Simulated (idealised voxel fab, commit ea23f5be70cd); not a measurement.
process module | voxel ribs on slabs
cross-section cut | 205 nm wide | cells 5 nm
A cross-section is a grid of square cells, given in bands from the top down. A band is one or more rows of cells.
Each band's line starts with the height of the band's top and of its bottom, in nm. Then come its materials from left to right, each with its width in nm. One material with "throughout" fills the band from edge to edge. "air" is empty space.
Height 0 is the level under which the wafer as received is all one material. The lowest band goes on downwards, as in "0 down".
A width such as "30 to 40" changes by the same amount from each row of cells to the next, from the band's top row to its bottom row.
"no change" after a step means that no cell of the cross-section changed.
closed voids: empty space of 8 cells or more with no open way to the top, each as width x height at its distance from the left edge, in nm
after a step's settings: what the simulator itself notes on the step
overlay nm, on a step with a mask: how far to the right of its planned place the mask lay; to the left if negative
plan
1 op RECEIVE | material Si
2 op DIRECTIONAL_DEP | material SiO2 | thk nm 20
3 op DIRECTIONAL_DEP | material SiN | thk nm 25
4 op DIRECTIONAL_DEP | material aC | thk nm 10
5 op PATTERN | tone cover | mask id RIB | material resist | width nm 20 | thk nm 25 | overlay nm 0
6 op DIRECTIONAL_ETCH | etch materials aC | depth nm 10
7 op STRIP | etch materials resist
8 op DIRECTIONAL_ETCH | etch materials SiN | depth nm 15
9 op STRIP | etch materials aC
10 op MASKED_ETCH | tone cover | mask id SLAB | width nm 70 | etch materials SiN | depth nm 10 | overlay nm 0
11 op FILL_DEP | material SiO2 | thk nm 20
12 op CMP | height nm 55
13 op DIRECTIONAL_DEP | material TiN | thk nm 5
14 op PATTERN | tone cover | mask id HEATER | material resist | width nm 20 | thk nm 15 | overlay nm 0
15 op DIRECTIONAL_ETCH | etch materials TiN | depth nm 5
16 op STRIP | etch materials resist
17 op CONFORMAL_DEP | material SiN | thk nm 10
varied across the wafers: width nm of step 14. The plan shows the first wafer's value. All wafers start alike
first wafer as received, after step 1
  0 down: Si throughout
  closed voids: none
first wafer at the end, after step 17
  70 to 65: air 80 | SiN 40 | air 85
  65 to 60: SiN throughout
  60 to 55: SiN 90 | TiN 20 | SiN 95
  55 to 45: SiO2 throughout
  45 to 30: SiO2 90 | SiN 20 | SiO2 95
  30 to 20: SiO2 65 | SiN 70 | SiO2 70
  20 to 0: SiO2 throughout
  0 down: Si throughout
  closed voids: none
last wafer at the end
  70 to 65: air 70 | SiN 65 | air 70
  65 to 60: SiN throughout
  60 to 55: SiN 80 | TiN 45 | SiN 80
  55 to 45: SiO2 throughout
  45 to 30: SiO2 90 | SiN 20 | SiO2 95
  30 to 20: SiO2 65 | SiN 70 | SiO2 70
  20 to 0: SiO2 throughout
  0 down: Si throughout
  closed voids: none
each wafer at the end: cells of each material gained (+) or lost (-) since it was received, then its closed voids
width nm 20 | +126 SiN | +411 SiO2 | +4 TiN | closed voids: none
width nm 25 | +126 SiN | +411 SiO2 | +5 TiN | closed voids: none
width nm 30 | +126 SiN | +411 SiO2 | +6 TiN | closed voids: none
width nm 35 | +126 SiN | +411 SiO2 | +7 TiN | closed voids: none
width nm 40 | +126 SiN | +411 SiO2 | +8 TiN | closed voids: none
width nm 45 | +126 SiN | +411 SiO2 | +9 TiN | closed voids: none
